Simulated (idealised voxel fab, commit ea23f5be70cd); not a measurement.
Process module in this document: voxel ribs on slabs
Section cut is 285 nm wide and gridded with 5 nm square cells.
When this document writes out a cross-section, it uses a grid of square cells and lists it as bands, beginning at the top and moving down, with a band standing for one or more rows of cells.
Band: top and bottom heights (nm) first, top before bottom; then materials from left to right, widths in nm. "everywhere" marks a sole material filling the band edge to edge. "blank" denotes empty space.
The reference from which all heights are counted is 0, the level beneath which the as-received wafer is entirely one material; the lowest band, having no lower bound, proceeds downward and is written after the example "top 0, no bottom".
The notation "30->40" denotes a width that varies across the rows of cells in the band, beginning at the first number in the top row, finishing at the second number in the bottom row, and changing by an identical amount from each row to the next.
"nothing different", as given for a step, is the statement that not any cell of the cross-section underwent a change during that step.
The entry "Non-vented voids" lists the empty spaces that cover at least 8 cells and have no open path to the top. Each is written as width x height at distance, where the distance is measured from the left edge and all three values are in nm.
What comes after the settings on a step's line is commentary from the simulator itself on that step.
For masked steps, "overlay nm" on the step line gives how far right of plan the mask actually lay; a minus sign means it lay to the left.
STEPS PLANNED FOR THE PROCESS
1 RECEIVE (material Si)
2 DIRECTIONAL_DEP (material SiO2; thk nm 20)
3 DIRECTIONAL_DEP (material polySi; thk nm 15)
4 MASKED_ETCH (tone cover; mask id RIB; width nm 20; etch materials polySi; depth nm 5; overlay nm 0)
5 DIRECTIONAL_DEP (material aC; thk nm 10)
6 PATTERN (tone cover; mask id SLAB; material resist; width nm 50; thk nm 25; overlay nm 0)
7 DIRECTIONAL_ETCH (etch materials aC; depth nm 10)
8 STRIP (etch materials resist)
9 DIRECTIONAL_ETCH (etch materials polySi; depth nm 10)
10 STRIP (etch materials aC)
11 FILL_DEP (material SiO2; thk nm 20)
12 CMP (height nm 45)
13 DIRECTIONAL_DEP (material TiN; thk nm 5)
14 PATTERN (tone cover; mask id HEATER; material resist; width nm 30; thk nm 20; overlay nm 0)
15 DIRECTIONAL_ETCH (etch materials TiN; depth nm 5)
16 STRIP (etch materials resist)
17 CONFORMAL_DEP (material SiO2; thk nm 10)
CROSS-SECTIONAL VIEW OF THE WAFER IN ITS AS-RECEIVED CONDITION, CORRESPONDING TO THE STATE AFTER STEP 1
> top 0, no bottom | Si everywhere
> Non-vented voids: none
CROSS-SECTION, END OF MODULE. START: AS ABOVE. PLAN: AS ABOVE. EXECUTION: ONE MISTAKE
> top 65, bottom 60 | blank 110; SiO2 60; blank 115
> top 60, bottom 50 | SiO2 everywhere
> top 50, bottom 45 | SiO2 125; TiN 30; SiO2 130
> top 45, bottom 35 | SiO2 everywhere
> top 35, bottom 30 | SiO2 130; polySi 20; SiO2 135
> top 30, bottom 20 | SiO2 115; polySi 50; SiO2 120
> top 20, bottom 0 | SiO2 everywhere
> top 0, no bottom | Si everywhere
> Non-vented voids: none
What broke from the plan during processing? so step 17 ended up running with a different setting than we planned, it ran as CONFORMAL_DEP (material SiO2; thk nm 15)
